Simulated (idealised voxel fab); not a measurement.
The following process module bears the name voxel fin reveal.
cross-section cut | 220 nm wide | cells 5 nm
We lay out every cross-section as a grid of square cells and spell it out in bands from the top down, where one band means one or more rows of cells. First you get the band's top height and its bottom height, in nm, and then the materials it's made of, left to right, with each width in nm. If you see a single material with "edge to edge", that one covers the band edge to edge. "air" is empty space. The level at which height equals 0 is the one under which the wafer, as it arrives, is entirely one material. No lower edge exists for the bottom band, which continues downward and is notated as in "0 nm and below". Top row gets the first number, bottom row gets the second, and each row in between changes by the same step: that is how a band width like "30 to 40" works. Where the words "same as before" appear for a step, the cross-section shows no cell changed by that step; every cell remained as before. Heads up: "Trapped void list" only lists the empty pockets with no open path to the top that are 8 cells or more, and it writes them as width x height at distance, distance from the left edge, in nm. Read whatever lies past the settings on a step's line as the simulator's own remark about the step. overlay nm: on a step with a mask, how far right of its planned place the mask lay; negative means left.

Planned step list for the process
1,RECEIVE, material Si
2,CONFORMAL_DEP, material SiN, thk nm 10
3,PATTERN, tone cover, mask id FINS, material resist, width nm 15, pitch nm 35, thk nm 20, overlay nm 0
4,DIRECTIONAL_ETCH, etch materials SiN, depth nm 10
5,DIRECTIONAL_ETCH, etch materials Si, depth nm 30
6,STRIP, etch materials resist
7,FILL_DEP, material SiO2, thk nm 15
8,CMP, height nm 10
9,SELECTIVE_ETCH, etch materials SiO2, depth nm 25
10,STRIP, etch materials SiN

As received (post step 1): cross-section
0 nm and below = Si edge to edge
Trapped void list: none

End-of-module XS, first of two wafers, run as planned
0 nm to -15 nm = air=85, then Si=15, then air=20, then Si=15, then air=85
-15 nm to -30 nm = SiO2=85, then Si=15, then SiO2=20, then Si=15, then SiO2=85
-30 nm and below = Si edge to edge
Trapped void list: none

Second wafer of the two, sectioned at the end of the module. It began like the first and followed the same plan, but one mistake was made while running it
0 nm to -15 nm = air=85, then Si=20, then air=15, then Si=20, then air=80
-15 nm to -30 nm = SiO2=85, then Si=20, then SiO2=15, then Si=20, then SiO2=80
-30 nm and below = Si edge to edge
Trapped void list: none
Want to know what went wrong? step 3 changed vs plan, executed as PATTERN, tone cover, mask id FINS, material resist, width nm 20, pitch nm 35, thk nm 20, overlay nm 0
Final cells, second wafer relative to first, materials higher or lower: Si: 12 more, SiO2: 6 fewer
